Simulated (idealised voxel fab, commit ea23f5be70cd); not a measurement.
The process module that follows is named voxel self aligned vias.
Cross-section cut spans 205 nm and uses square cells 5 nm in size.
Heads up, the way a cross-section reads in here is a grid of square cells, handed over as bands from the top down, with every band being one or more rows of cells.
Per band: top height and bottom height in nm, followed by the left-to-right materials and their widths in nm; "everywhere" marks a single material spanning edge to edge, "air" marks empty space.
Heights are expressed relative to 0, this being the level below which the as-received wafer comprises one material exclusively. The lowest band is unbounded in the downward direction and is denoted as in "0..down".
Width spec "30 to 40" -> top row of cells at first value, bottom row at second value, equal per-row change in between.
"changes: none", as given for a step, is the statement that not any cell of the cross-section underwent a change during that step.
Closed empty spaces (no open way to the top) of 8 cells or more are what "Sealed internal cavities" lists, each as width x height at distance from the left edge, nm for all three.
Read whatever lies past the settings on a step's line as the simulator's own remark about the step.
The setting "overlay nm" may be written on the line of a step. When the step uses a mask, the value reports how far to the right of the planned place the mask lay, and a negative value reports that it lay to the left.
[List of planned process steps]
- 1: RECEIVE: material Si
- 2: CONFORMAL_DEP: material SiO2, thk nm 10
- 3: CONFORMAL_DEP: material SiCN, thk nm 5
- 4: DIRECTIONAL_DEP: material lowk, thk nm 20
- 5: DIRECTIONAL_DEP: material aC, thk nm 10
- 6: PATTERN: tone open, mask id LINES, material resist, width nm 30, pitch nm 80, thk nm 30, overlay nm 0
- 7: DIRECTIONAL_ETCH: etch materials aC, depth nm 10
- 8: STRIP: etch materials resist
- 9: DIRECTIONAL_ETCH: etch materials lowk, depth nm 20
- 10: STRIP: etch materials aC
- 11: CONFORMAL_DEP: material TiN, thk nm 5
- 12: FILL_DEP: material Ru, thk nm 5
- 13: CMP: height nm 35
- 14: SELECTIVE_ETCH: etch materials W Ru TiN, depth nm 10
- 15: FILL_DEP: material SiN, thk nm 10
- 16: CMP: height nm 35
- 17: DIRECTIONAL_DEP: material lowk, thk nm 15
- 18: DIRECTIONAL_DEP: material aC, thk nm 10
- 19: PATTERN: tone open, mask id VIAS, material resist, width nm 40, thk nm 30, overlay nm 0
- 20: DIRECTIONAL_ETCH: etch materials aC, depth nm 10
- 21: STRIP: etch materials resist
- 22: DIRECTIONAL_ETCH: etch materials lowk, depth nm 15
- 23: DIRECTIONAL_ETCH: etch materials SiN, depth nm 10
- 24: STRIP: etch materials aC
- 25: CONFORMAL_DEP: material TiN, thk nm 5
- 26: FILL_DEP: material W, thk nm 10
- 27: CMP: height nm 50
- 28: CONFORMAL_DEP: material SiN, thk nm 5
Across this set of wafers, the varied parameter is the width nm of step 19. Starting conditions are identical for every wafer, and the plan reports the value assigned to the first wafer.
[This is how the first of several wafers looked in cross-section when it arrived, which is after step 1]
	0..down: Si everywhere
	Sealed internal cavities: none
[Here is how to read the rows: every wafer has a row, and it shows the wafer at the end of the module, giving for each material how many cells were gained (+) or lost (-) since the wafer was received, then listing its closed voids]
width nm 40 | +8 Ru | +41 SiCN | +53 SiN | +82 SiO2 | +32 TiN | +20 W | +215 lowk | Sealed internal cavities: none
width nm 45 | +8 Ru | +41 SiCN | +53 SiN | +82 SiO2 | +33 TiN | +22 W | +212 lowk | Sealed internal cavities: none
width nm 50 | +8 Ru | +41 SiCN | +53 SiN | +82 SiO2 | +34 TiN | +24 W | +209 lowk | Sealed internal cavities: none
width nm 55 | +8 Ru | +41 SiCN | +53 SiN | +82 SiO2 | +35 TiN | +26 W | +206 lowk | Sealed internal cavities: none
width nm 60 | +8 Ru | +41 SiCN | +53 SiN | +82 SiO2 | +36 TiN | +28 W | +203 lowk | Sealed internal cavities: none
width nm 65 | +8 Ru | +41 SiCN | +53 SiN | +82 SiO2 | +37 TiN | +30 W | +200 lowk | Sealed internal cavities: none
